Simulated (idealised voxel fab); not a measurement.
process module | voxel self aligned vias
cross-section cut | 275 nm wide | cells 5 nm
A cross-section is a grid of square cells, given in bands from the top down. A band is one or more rows of cells.
Each band's line starts with the height of the band's top and of its bottom, in nm. Then come its materials from left to right, each with its width in nm. One material with "throughout" fills the band from edge to edge. "air" is empty space.
Height 0 is the level under which the wafer as received is all one material. The lowest band goes on downwards, as in "0 down".
A width such as "30 to 40" changes by the same amount from each row of cells to the next, from the band's top row to its bottom row.
"no change" after a step means that no cell of the cross-section changed.
closed voids: empty space of 8 cells or more with no open way to the top, each as width x height at its distance from the left edge, in nm
after a step's settings: what the simulator itself notes on the step
overlay nm, on a step with a mask: how far to the right of its planned place the mask lay; to the left if negative
plan
1 op RECEIVE | material Si
2 op CONFORMAL_DEP | material SiO2 | thk nm 15
3 op CONFORMAL_DEP | material SiCN | thk nm 5
4 op DIRECTIONAL_DEP | material lowk | thk nm 30
5 op DIRECTIONAL_DEP | material aC | thk nm 10
6 op PATTERN | tone open | mask id LINES | material resist | width nm 25 | pitch nm 75 | thk nm 30 | overlay nm 0
7 op DIRECTIONAL_ETCH | etch materials aC | depth nm 10
8 op STRIP | etch materials resist
9 op DIRECTIONAL_ETCH | etch materials lowk | depth nm 30
10 op STRIP | etch materials aC
11 op CONFORMAL_DEP | material TiN | thk nm 5
12 op FILL_DEP | material Ru | thk nm 10
13 op CMP | height nm 50
14 op SELECTIVE_ETCH | etch materials W Ru TiN | depth nm 10
15 op FILL_DEP | material SiN | thk nm 5
16 op CMP | height nm 50
17 op DIRECTIONAL_DEP | material lowk | thk nm 20
18 op MASKED_ETCH | tone open | mask id VIAS | width nm 45 | pitch nm 75 | etch materials lowk | depth nm 20 | overlay nm 0
19 op MASKED_ETCH | tone open | mask id VIAS | width nm 45 | pitch nm 75 | etch materials SiN | depth nm 10 | overlay nm 0
20 op CONFORMAL_DEP | material TiN | thk nm 5
21 op FILL_DEP | material W | thk nm 5
22 op CMP | height nm 70
23 op CONFORMAL_DEP | material SiCN | thk nm 5
as received, after step 1
  0 down: Si throughout
  closed voids: none
a wafer at the end: this start, this plan, one mistake
  75 to 70: SiCN throughout
  70 to 55: lowk 40 | TiN 5 | W 40 | TiN 5 | lowk 25 | TiN 5 | W 40 | TiN 5 | lowk 25 | TiN 5 | W 40 | TiN 5 | lowk 35
  55 to 45: lowk 40 to 50 | TiN 15 to 5 | W 15 | TiN 20 to 5 | lowk 25 to 50 | TiN 15 to 5 | W 15 | TiN 20 to 5 | lowk 25 to 50 | TiN 15 to 5 | W 15 | TiN 20 to 5 | lowk 35 to 50
  45 to 40: lowk 50 | TiN 25 | lowk 50 | TiN 25 | lowk 50 | TiN 25 | lowk 50
  40 to 25: lowk 50 | TiN 5 | Ru 15 | TiN 5 | lowk 50 | TiN 5 | Ru 15 | TiN 5 | lowk 50 | TiN 5 | Ru 15 | TiN 5 | lowk 50
  25 to 20: lowk 50 | TiN 25 | lowk 50 | TiN 25 | lowk 50 | TiN 25 | lowk 50
  20 to 15: SiCN throughout
  15 to 0: SiO2 throughout
  0 down: Si throughout
  closed voids: none
what went wrong: step 18 ran as: op MASKED_ETCH | tone open | mask id VIAS | width nm 50 | pitch nm 75 | etch materials lowk | depth nm 20 | overlay nm 0
